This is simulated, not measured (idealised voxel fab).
process module | voxel capacitor over wiring
cross-section cut | 225 nm wide | cells 5 nm
A cross-section is a grid of square cells, given in bands from the top down. A band is one or more rows of cells.
Each band's line starts with the height of the band's top and of its bottom, in nm. Then come its materials from left to right, each with its width in nm. One material with "throughout" fills the band from edge to edge. "air" is empty space.
Height 0 is the level under which the wafer as received is all one material. The lowest band goes on downwards, as in "0 down".
A width such as "30 to 40" changes by the same amount from each row of cells to the next, from the band's top row to its bottom row.
"no change" after a step means that no cell of the cross-section changed.
closed voids: empty space of 8 cells or more with no open way to the top, each as width x height at its distance from the left edge, in nm
after a step's settings: what the simulator itself notes on the step
overlay nm, on a step with a mask: how far to the right of its planned place the mask lay; to the left if negative
Each pair below shows a cross-section before one step and the cross-section after it, down to the lowest band that changed. The line under each pair gives the step between them, with its settings. The pairs can come from different runs of this module on the same starting wafer, so a pair continues from the pair above only where its "before" says so.
before
  75 to 60: aC throughout
  60 to 45: SiO2 throughout
  45 to 40: SiCN throughout
  40 to 15: lowk 55 | W 25 | lowk 65 | W 25 | lowk 55
  15 to 10: lowk 55 | TiN 25 | lowk 65 | TiN 25 | lowk 55
  10 to 0: SiO2 throughout
  0 down: Si throughout
  closed voids: none
after
  110 to 75: resist 60 | air 15 | resist 150
  below 75: unchanged
  closed voids: none
the step between: op PATTERN | tone open | mask id PLUG_1 | material resist | width nm 15 | thk nm 35 | overlay nm 0
before: the cross-section after the pair above
after
  95 to 75: resist 60 | air 15 | resist 150
  75 to 60: aC 60 | air 15 | aC 150
  below 60: unchanged
  closed voids: none
the step between: op DIRECTIONAL_ETCH | etch materials aC | depth nm 15
before: the cross-section after the pair above
after
  75 to 60: aC 60 | air 15 | aC 150
  below 60: unchanged
  closed voids: none
the step between: op STRIP | etch materials resist
before: the cross-section after the pair above
after
  75 to 60: aC 60 | air 15 | aC 150
  60 to 45: SiO2 60 | air 15 | SiO2 150
  below 45: unchanged
  closed voids: none
the step between: op DIRECTIONAL_ETCH | etch materials SiO2 | depth nm 15
before: the cross-section after the pair above
after
  75 to 60: aC 60 | air 15 | aC 150
  60 to 45: SiO2 60 | air 15 | SiO2 150
  45 to 40: SiCN 60 | air 15 | SiCN 150
  below 40: unchanged
  closed voids: none
the step between: op DIRECTIONAL_ETCH | etch materials SiCN | depth nm 5
before: the cross-section after the pair above
after
  60 to 45: SiO2 60 | air 15 | SiO2 150
  below 45: unchanged
  closed voids: none
the step between: op STRIP | etch materials aC
before: the cross-section after the pair above
after
  60 to 50: SiO2 60 | air 15 | SiO2 150
  50 to 45: SiO2 60 | Ru 15 | SiO2 150
  45 to 40: SiCN 60 | Ru 15 | SiCN 150
  below 40: unchanged
  closed voids: none
the step between: op EPI | material Ru | thk nm 10
before: the cross-section after the pair above
after
  60 to 45: SiO2 60 | Ru 15 | SiO2 150
  below 45: unchanged
  closed voids: none
the step between: op EPI | material Ru | thk nm 10
before: the cross-section after the pair above
after
  70 to 60: TiN throughout
  below 60: unchanged
  closed voids: none
the step between: op DIRECTIONAL_DEP | material TiN | thk nm 10
before: the cross-section after the pair above
after
  75 to 70: Al2O3 throughout
  below 70: unchanged
  closed voids: none
the step between: op DIRECTIONAL_DEP | material Al2O3 | thk nm 5
before: the cross-section after the pair above
after
  80 to 75: TiN throughout
  below 75: unchanged
  closed voids: none
the step between: op DIRECTIONAL_DEP | material TiN | thk nm 5
before: the cross-section after the pair above
after
  95 to 80: aC throughout
  below 80: unchanged
  closed voids: none
the step between: op DIRECTIONAL_DEP | material aC | thk nm 15
before: the cross-section after the pair above
after
  130 to 95: air 60 | resist 75 | air 90
  below 95: unchanged
  closed voids: none
the step between: op PATTERN | tone cover | mask id UPPER_PLATE | material resist | width nm 75 | thk nm 35 | overlay nm 0
before: the cross-section after the pair above
after
  115 to 95: air 60 | resist 75 | air 90
  95 to 80: air 60 | aC 75 | air 90
  below 80: unchanged
  closed voids: none
the step between: op DIRECTIONAL_ETCH | etch materials aC | depth nm 15
before: the cross-section after the pair above
after
  95 to 80: air 60 | aC 75 | air 90
  below 80: unchanged
  closed voids: none
the step between: op STRIP | etch materials resist
before: the cross-section after the pair above
after
  95 to 80: air 60 | aC 75 | air 90
  80 to 75: air 60 | TiN 75 | air 90
  below 75: unchanged
  closed voids: none
the step between: op DIRECTIONAL_ETCH | etch materials TiN | depth nm 5
before: the cross-section after the pair above
after
  95 to 80: air 60 | aC 75 | air 90
  80 to 75: air 60 | TiN 75 | air 90
  75 to 70: air 60 | Al2O3 75 | air 90
  below 70: unchanged
  closed voids: none
the step between: op DIRECTIONAL_ETCH | etch materials Al2O3 | depth nm 5
before: the cross-section after the pair above
after
  80 to 75: air 60 | TiN 75 | air 90
  below 75: unchanged
  closed voids: none
the step between: op STRIP | etch materials aC
before: the cross-section after the pair above
after
  95 to 80: air 55 | resist 85 | air 85
  80 to 75: air 55 | resist 5 | TiN 75 | resist 5 | air 85
  75 to 70: air 55 | resist 5 | Al2O3 75 | resist 5 | air 85
  below 70: unchanged
  closed voids: none
the step between: op PATTERN | tone cover | mask id LOWER_PLATE | material resist | width nm 85 | thk nm 15 | overlay nm 0
before: the cross-section after the pair above
after
  95 to 80: air 55 | resist 85 | air 85
  80 to 75: air 55 | resist 5 | TiN 75 | resist 5 | air 85
  75 to 70: air 55 | resist 5 | Al2O3 75 | resist 5 | air 85
  70 to 60: air 55 | TiN 85 | air 85
  below 60: unchanged
  closed voids: none
the step between: op DIRECTIONAL_ETCH | etch materials TiN | depth nm 10
before: the cross-section after the pair above
after
  80 to 75: air 60 | TiN 75 | air 90
  75 to 70: air 60 | Al2O3 75 | air 90
  below 70: unchanged
  closed voids: none
the step between: op STRIP | etch materials resist
before: the cross-section after the pair above
after
  95 to 80: SiO2 throughout
  80 to 75: SiO2 60 | TiN 75 | SiO2 90
  75 to 70: SiO2 60 | Al2O3 75 | SiO2 90
  70 to 60: SiO2 55 | TiN 85 | SiO2 85
  below 60: unchanged
  closed voids: none
the step between: op FILL_DEP | material SiO2 | thk nm 15
before: the cross-section after the pair above
after
  90 to 80: SiO2 throughout
  below 80: unchanged
  closed voids: none
the step between: op CMP | height nm 90
before: the cross-section after the pair above
after
  90 to 80: SiO2 70 | air 15 | SiO2 140
  below 80: unchanged
  closed voids: none
the step between: op MASKED_ETCH | tone open | mask id PLUG_2 | width nm 15 | etch materials SiO2 | depth nm 10 | overlay nm 0
before: the cross-section after the pair above
after
  95 to 90: TiN 75 | air 5 | TiN 145
  90 to 85: SiO2 70 | TiN 5 | air 5 | TiN 5 | SiO2 140
  85 to 75: SiO2 70 to 60 | TiN 15 to 75 | SiO2 140 to 90
  below 75: unchanged
  closed voids: none
the step between: op CONFORMAL_DEP | material TiN | thk nm 5
before: the cross-section after the pair above
after
  100 to 95: Ru throughout
  95 to 90: TiN 75 | Ru 5 | TiN 145
  90 to 85: SiO2 70 | TiN 5 | Ru 5 | TiN 5 | SiO2 140
  below 85: unchanged
  closed voids: none
the step between: op FILL_DEP | material Ru | thk nm 5
before: the cross-section after the pair above
after
  90 to 85: SiO2 70 | TiN 5 | Ru 5 | TiN 5 | SiO2 140
  below 85: unchanged
  closed voids: none
the step between: op CMP | height nm 90
before: the cross-section after the pair above
after
  95 to 90: SiCN throughout
  below 90: unchanged
  closed voids: none
the step between: op CONFORMAL_DEP | material SiCN | thk nm 5
before
  75 to 60: aC throughout
  60 to 45: SiO2 throughout
  45 to 40: SiCN throughout
  40 to 15: lowk 55 | W 20 | lowk 70 | W 20 | lowk 60
  15 to 10: lowk 55 | TiN 20 | lowk 70 | TiN 20 | lowk 60
  10 to 0: SiO2 throughout
  0 down: Si throughout
  closed voids: none
after
  110 to 75: resist 70 | air 15 | resist 140
  below 75: unchanged
  closed voids: none
the step between: op PATTERN | tone open | mask id PLUG_1 | material resist | width nm 15 | thk nm 35 | overlay nm 10
before: the cross-section after the pair above
after
  95 to 75: resist 70 | air 15 | resist 140
  75 to 60: aC 70 | air 15 | aC 140
  below 60: unchanged
  closed voids: none
the step between: op DIRECTIONAL_ETCH | etch materials aC | depth nm 15
before: the cross-section after the pair above
after
  75 to 60: aC 70 | air 15 | aC 140
  below 60: unchanged
  closed voids: none
the step between: op STRIP | etch materials resist
before: the cross-section after the pair above
after
  75 to 60: aC 70 | air 15 | aC 140
  60 to 45: SiO2 70 | air 15 | SiO2 140
  below 45: unchanged
  closed voids: none
the step between: op DIRECTIONAL_ETCH | etch materials SiO2 | depth nm 15
before: the cross-section after the pair above
after
  75 to 60: aC 70 | air 15 | aC 140
  60 to 45: SiO2 70 | air 15 | SiO2 140
  45 to 40: SiCN 70 | air 15 | SiCN 140
  below 40: unchanged
  closed voids: none
the step between: op DIRECTIONAL_ETCH | etch materials SiCN | depth nm 5
before: the cross-section after the pair above
after
  60 to 45: SiO2 70 | air 15 | SiO2 140
  below 45: unchanged
  closed voids: none
the step between: op STRIP | etch materials aC
before: the cross-section after the pair above
after
  60 to 50: SiO2 70 | air 15 | SiO2 140
  50 to 45: SiO2 70 | Ru 15 | SiO2 140
  45 to 40: SiCN 70 | Ru 15 | SiCN 140
  below 40: unchanged
  closed voids: none
the step between: op EPI | material Ru | thk nm 10
before: the cross-section after the pair above
after
  60 to 45: SiO2 70 | Ru 15 | SiO2 140
  below 45: unchanged
  closed voids: none
the step between: op EPI | material Ru | thk nm 10
before: the cross-section after the pair above
after
  70 to 60: TiN throughout
  below 60: unchanged
  closed voids: none
the step between: op DIRECTIONAL_DEP | material TiN | thk nm 10
before: the cross-section after the pair above
after
  75 to 70: Al2O3 throughout
  below 70: unchanged
  closed voids: none
the step between: op DIRECTIONAL_DEP | material Al2O3 | thk nm 5
before: the cross-section after the pair above
after
  80 to 75: TiN throughout
  below 75: unchanged
  closed voids: none
the step between: op DIRECTIONAL_DEP | material TiN | thk nm 5
before: the cross-section after the pair above
after
  95 to 80: aC throughout
  below 80: unchanged
  closed voids: none
the step between: op DIRECTIONAL_DEP | material aC | thk nm 15
before: the cross-section after the pair above
after
  130 to 95: air 60 | resist 75 | air 90
  below 95: unchanged
  closed voids: none
the step between: op PATTERN | tone cover | mask id UPPER_PLATE | material resist | width nm 75 | thk nm 35 | overlay nm 0
before: the cross-section after the pair above
after
  115 to 95: air 60 | resist 75 | air 90
  95 to 80: air 60 | aC 75 | air 90
  below 80: unchanged
  closed voids: none
the step between: op DIRECTIONAL_ETCH | etch materials aC | depth nm 15
before: the cross-section after the pair above
after
  95 to 80: air 60 | aC 75 | air 90
  below 80: unchanged
  closed voids: none
the step between: op STRIP | etch materials resist
before: the cross-section after the pair above
after
  95 to 80: air 60 | aC 75 | air 90
  80 to 75: air 60 | TiN 75 | air 90
  below 75: unchanged
  closed voids: none
the step between: op DIRECTIONAL_ETCH | etch materials TiN | depth nm 5
before: the cross-section after the pair above
after
  95 to 80: air 60 | aC 75 | air 90
  80 to 75: air 60 | TiN 75 | air 90
  75 to 70: air 60 | Al2O3 75 | air 90
  below 70: unchanged
  closed voids: none
the step between: op DIRECTIONAL_ETCH | etch materials Al2O3 | depth nm 5
before: the cross-section after the pair above
after
  80 to 75: air 60 | TiN 75 | air 90
  below 75: unchanged
  closed voids: none
the step between: op STRIP | etch materials aC
before: the cross-section after the pair above
after
  95 to 80: air 55 | resist 85 | air 85
  80 to 75: air 55 | resist 5 | TiN 75 | resist 5 | air 85
  75 to 70: air 55 | resist 5 | Al2O3 75 | resist 5 | air 85
  below 70: unchanged
  closed voids: none
the step between: op PATTERN | tone cover | mask id LOWER_PLATE | material resist | width nm 85 | thk nm 15 | overlay nm 0
before: the cross-section after the pair above
after
  95 to 80: air 55 | resist 85 | air 85
  80 to 75: air 55 | resist 5 | TiN 75 | resist 5 | air 85
  75 to 70: air 55 | resist 5 | Al2O3 75 | resist 5 | air 85
  70 to 60: air 55 | TiN 85 | air 85
  below 60: unchanged
  closed voids: none
the step between: op DIRECTIONAL_ETCH | etch materials TiN | depth nm 10
before: the cross-section after the pair above
after
  80 to 75: air 60 | TiN 75 | air 90
  75 to 70: air 60 | Al2O3 75 | air 90
  below 70: unchanged
  closed voids: none
the step between: op STRIP | etch materials resist
before: the cross-section after the pair above
after
  95 to 80: SiO2 throughout
  80 to 75: SiO2 60 | TiN 75 | SiO2 90
  75 to 70: SiO2 60 | Al2O3 75 | SiO2 90
  70 to 60: SiO2 55 | TiN 85 | SiO2 85
  below 60: unchanged
  closed voids: none
the step between: op FILL_DEP | material SiO2 | thk nm 15
before: the cross-section after the pair above
after
  90 to 80: SiO2 throughout
  below 80: unchanged
  closed voids: none
the step between: op CMP | height nm 90
before: the cross-section after the pair above
after
  90 to 80: SiO2 70 | air 15 | SiO2 140
  below 80: unchanged
  closed voids: none
the step between: op MASKED_ETCH | tone open | mask id PLUG_2 | width nm 15 | etch materials SiO2 | depth nm 10 | overlay nm 0
before: the cross-section after the pair above
after
  95 to 90: TiN 75 | air 5 | TiN 145
  90 to 85: SiO2 70 | TiN 5 | air 5 | TiN 5 | SiO2 140
  85 to 75: SiO2 70 to 60 | TiN 15 to 75 | SiO2 140 to 90
  below 75: unchanged
  closed voids: none
the step between: op CONFORMAL_DEP | material TiN | thk nm 5
before: the cross-section after the pair above
after
  100 to 95: Ru throughout
  95 to 90: TiN 75 | Ru 5 | TiN 145
  90 to 85: SiO2 70 | TiN 5 | Ru 5 | TiN 5 | SiO2 140
  below 85: unchanged
  closed voids: none
the step between: op FILL_DEP | material Ru | thk nm 5
before: the cross-section after the pair above
after
  90 to 85: SiO2 70 | TiN 5 | Ru 5 | TiN 5 | SiO2 140
  below 85: unchanged
  closed voids: none
the step between: op CMP | height nm 90
before: the cross-section after the pair above
after
  95 to 90: SiCN throughout
  below 90: unchanged
  closed voids: none
the step between: op CONFORMAL_DEP | material SiCN | thk nm 5
before
  45 to 40: SiCN throughout
  40 to 15: lowk 55 | W 20 | lowk 70 | W 20 | lowk 60
  15 to 10: lowk 55 | TiN 20 | lowk 70 | TiN 20 | lowk 60
  10 to 0: SiO2 throughout
  0 down: Si throughout
  closed voids: none
after
  60 to 45: TiN throughout
  below 45: unchanged
  closed voids: none
the step between: op DIRECTIONAL_DEP | material TiN | thk nm 15
before: the cross-section after the pair above
after
  75 to 60: aC throughout
  below 60: unchanged
  closed voids: none
the step between: op DIRECTIONAL_DEP | material aC | thk nm 15
before: the cross-section after the pair above
after
  110 to 75: resist 60 | air 15 | resist 150
  below 75: unchanged
  closed voids: none
the step between: op PATTERN | tone open | mask id PLUG_1 | material resist | width nm 15 | thk nm 35 | overlay nm 0
before: the cross-section after the pair above
after
  95 to 75: resist 60 | air 15 | resist 150
  75 to 60: aC 60 | air 15 | aC 150
  below 60: unchanged
  closed voids: none
the step between: op DIRECTIONAL_ETCH | etch materials aC | depth nm 15
before: the cross-section after the pair above
after
  75 to 60: aC 60 | air 15 | aC 150
  below 60: unchanged
  closed voids: none
the step between: op STRIP | etch materials resist
before: the cross-section after the pair above
after
  60 to 45: TiN throughout
  below 45: unchanged
  closed voids: none
the step between: op STRIP | etch materials aC
before: the cross-section after the pair above
after
  70 to 60: Ru throughout
  below 60: unchanged
  closed voids: none
the step between: op EPI | material Ru | thk nm 10
before: the cross-section after the pair above
after
  80 to 60: Ru throughout
  below 60: unchanged
  closed voids: none
the step between: op EPI | material Ru | thk nm 10
before: the cross-section after the pair above
after
  90 to 80: TiN throughout
  below 80: unchanged
  closed voids: none
the step between: op DIRECTIONAL_DEP | material TiN | thk nm 10
before: the cross-section after the pair above
after
  95 to 90: Al2O3 throughout
  below 90: unchanged
  closed voids: none
the step between: op DIRECTIONAL_DEP | material Al2O3 | thk nm 5
before: the cross-section after the pair above
after
  100 to 95: TiN throughout
  below 95: unchanged
  closed voids: none
the step between: op DIRECTIONAL_DEP | material TiN | thk nm 5
before: the cross-section after the pair above
after
  115 to 100: aC throughout
  below 100: unchanged
  closed voids: none
the step between: op DIRECTIONAL_DEP | material aC | thk nm 15
before: the cross-section after the pair above
after
  150 to 115: air 60 | resist 75 | air 90
  below 115: unchanged
  closed voids: none
the step between: op PATTERN | tone cover | mask id UPPER_PLATE | material resist | width nm 75 | thk nm 35 | overlay nm 0
before: the cross-section after the pair above
after
  135 to 115: air 60 | resist 75 | air 90
  115 to 100: air 60 | aC 75 | air 90
  below 100: unchanged
  closed voids: none
the step between: op DIRECTIONAL_ETCH | etch materials aC | depth nm 15
before: the cross-section after the pair above
after
  115 to 100: air 60 | aC 75 | air 90
  below 100: unchanged
  closed voids: none
the step between: op STRIP | etch materials resist
before: the cross-section after the pair above
after
  115 to 100: air 60 | aC 75 | air 90
  100 to 95: air 60 | TiN 75 | air 90
  below 95: unchanged
  closed voids: none
the step between: op DIRECTIONAL_ETCH | etch materials TiN | depth nm 5
before: the cross-section after the pair above
after
  115 to 100: air 60 | aC 75 | air 90
  100 to 95: air 60 | TiN 75 | air 90
  95 to 90: air 60 | Al2O3 75 | air 90
  below 90: unchanged
  closed voids: none
the step between: op DIRECTIONAL_ETCH | etch materials Al2O3 | depth nm 5
before: the cross-section after the pair above
after
  100 to 95: air 60 | TiN 75 | air 90
  below 95: unchanged
  closed voids: none
the step between: op STRIP | etch materials aC
before: the cross-section after the pair above
after
  115 to 100: air 55 | resist 85 | air 85
  100 to 95: air 55 | resist 5 | TiN 75 | resist 5 | air 85
  95 to 90: air 55 | resist 5 | Al2O3 75 | resist 5 | air 85
  below 90: unchanged
  closed voids: none
the step between: op PATTERN | tone cover | mask id LOWER_PLATE | material resist | width nm 85 | thk nm 15 | overlay nm 0
before: the cross-section after the pair above
after
  115 to 100: air 55 | resist 85 | air 85
  100 to 95: air 55 | resist 5 | TiN 75 | resist 5 | air 85
  95 to 90: air 55 | resist 5 | Al2O3 75 | resist 5 | air 85
  90 to 80: air 55 | TiN 85 | air 85
  below 80: unchanged
  closed voids: none
the step between: op DIRECTIONAL_ETCH | etch materials TiN | depth nm 10
before: the cross-section after the pair above
after
  100 to 95: air 60 | TiN 75 | air 90
  95 to 90: air 60 | Al2O3 75 | air 90
  below 90: unchanged
  closed voids: none
the step between: op STRIP | etch materials resist
before: the cross-section after the pair above
after
  115 to 100: SiO2 throughout
  100 to 95: SiO2 60 | TiN 75 | SiO2 90
  95 to 90: SiO2 60 | Al2O3 75 | SiO2 90
  90 to 80: SiO2 55 | TiN 85 | SiO2 85
  below 80: unchanged
  closed voids: none
the step between: op FILL_DEP | material SiO2 | thk nm 15
before: the cross-section after the pair above
after
  90 to 80: SiO2 55 | TiN 85 | SiO2 85
  below 80: unchanged
  closed voids: none
the step between: op CMP | height nm 90
before: the cross-section after the pair above
after
  95 to 90: TiN throughout
  below 90: unchanged
  closed voids: none
the step between: op CONFORMAL_DEP | material TiN | thk nm 5
before: the cross-section after the pair above
after
  100 to 95: Ru throughout
  below 95: unchanged
  closed voids: none
the step between: op FILL_DEP | material Ru | thk nm 5
before: the cross-section after the pair above
after
  90 to 80: SiO2 55 | TiN 85 | SiO2 85
  below 80: unchanged
  closed voids: none
the step between: op CMP | height nm 90
before: the cross-section after the pair above
after
  95 to 90: SiCN throughout
  below 90: unchanged
  closed voids: none
the step between: op CONFORMAL_DEP | material SiCN | thk nm 5
before
  95 to 80: aC throughout
  80 to 75: TiN throughout
  75 to 70: Al2O3 throughout
  70 to 60: TiN throughout
  60 to 45: SiO2 60 | Ru 15 | SiO2 150
  45 to 40: SiCN 60 | Ru 15 | SiCN 150
  40 to 15: lowk 55 | W 20 | lowk 70 | W 20 | lowk 60
  15 to 10: lowk 55 | TiN 20 | lowk 70 | TiN 20 | lowk 60
  10 to 0: SiO2 throughout
  0 down: Si throughout
  closed voids: none
after
  130 to 95: resist 60 | air 75 | resist 90
  below 95: unchanged
  closed voids: none
the step between: op PATTERN | tone open | mask id UPPER_PLATE | material resist | width nm 75 | thk nm 35 | overlay nm 0
before: the cross-section after the pair above
after
  115 to 95: resist 60 | air 75 | resist 90
  95 to 80: aC 60 | air 75 | aC 90
  below 80: unchanged
  closed voids: none
the step between: op DIRECTIONAL_ETCH | etch materials aC | depth nm 15
before: the cross-section after the pair above
after
  95 to 80: aC 60 | air 75 | aC 90
  below 80: unchanged
  closed voids: none
the step between: op STRIP | etch materials resist
before: the cross-section after the pair above
after
  95 to 80: aC 60 | air 75 | aC 90
  80 to 75: TiN 60 | air 75 | TiN 90
  below 75: unchanged
  closed voids: none
the step between: op DIRECTIONAL_ETCH | etch materials TiN | depth nm 5
before: the cross-section after the pair above
after
  95 to 80: aC 60 | air 75 | aC 90
  80 to 75: TiN 60 | air 75 | TiN 90
  75 to 70: Al2O3 60 | air 75 | Al2O3 90
  below 70: unchanged
  closed voids: none
the step between: op DIRECTIONAL_ETCH | etch materials Al2O3 | depth nm 5
before: the cross-section after the pair above
after
  80 to 75: TiN 60 | air 75 | TiN 90
  below 75: unchanged
  closed voids: none
the step between: op STRIP | etch materials aC
before: the cross-section after the pair above
after
  95 to 80: air 55 | resist 85 | air 85
  80 to 75: TiN 60 | resist 75 | TiN 90
  75 to 70: Al2O3 60 | resist 75 | Al2O3 90
  below 70: unchanged
  closed voids: none
the step between: op PATTERN | tone cover | mask id LOWER_PLATE | material resist | width nm 85 | thk nm 15 | overlay nm 0
before: the cross-section after the pair above
after
  95 to 80: air 55 | resist 85 | air 85
  80 to 75: air 55 | TiN 5 | resist 75 | TiN 5 | air 85
  below 75: unchanged
  closed voids: none
the step between: op DIRECTIONAL_ETCH | etch materials TiN | depth nm 10
before: the cross-section after the pair above
after
  80 to 75: air 55 | TiN 5 | air 75 | TiN 5 | air 85
  75 to 70: Al2O3 60 | air 75 | Al2O3 90
  below 70: unchanged
  closed voids: none
the step between: op STRIP | etch materials resist
before: the cross-section after the pair above
after
  95 to 80: SiO2 throughout
  80 to 75: SiO2 55 | TiN 5 | SiO2 75 | TiN 5 | SiO2 85
  75 to 70: Al2O3 60 | SiO2 75 | Al2O3 90
  below 70: unchanged
  closed voids: none
the step between: op FILL_DEP | material SiO2 | thk nm 15
before: the cross-section after the pair above
after
  90 to 80: SiO2 throughout
  below 80: unchanged
  closed voids: none
the step between: op CMP | height nm 90
before: the cross-section after the pair above
after
  90 to 80: SiO2 70 | air 15 | SiO2 140
  below 80: unchanged
  closed voids: none
the step between: op MASKED_ETCH | tone open | mask id PLUG_2 | width nm 15 | etch materials SiO2 | depth nm 10 | overlay nm 0
before: the cross-section after the pair above
after
  95 to 90: TiN 75 | air 5 | TiN 145
  90 to 85: SiO2 70 | TiN 5 | air 5 | TiN 5 | SiO2 140
  85 to 80: SiO2 70 | TiN 15 | SiO2 140
  below 80: unchanged
  closed voids: none
the step between: op CONFORMAL_DEP | material TiN | thk nm 5
before: the cross-section after the pair above
after
  100 to 95: Ru throughout
  95 to 90: TiN 75 | Ru 5 | TiN 145
  90 to 85: SiO2 70 | TiN 5 | Ru 5 | TiN 5 | SiO2 140
  below 85: unchanged
  closed voids: none
the step between: op FILL_DEP | material Ru | thk nm 5
before: the cross-section after the pair above
after
  90 to 85: SiO2 70 | TiN 5 | Ru 5 | TiN 5 | SiO2 140
  below 85: unchanged
  closed voids: none
the step between: op CMP | height nm 90
before: the cross-section after the pair above
after
  95 to 90: SiCN throughout
  below 90: unchanged
  closed voids: none
the step between: op CONFORMAL_DEP | material SiCN | thk nm 5
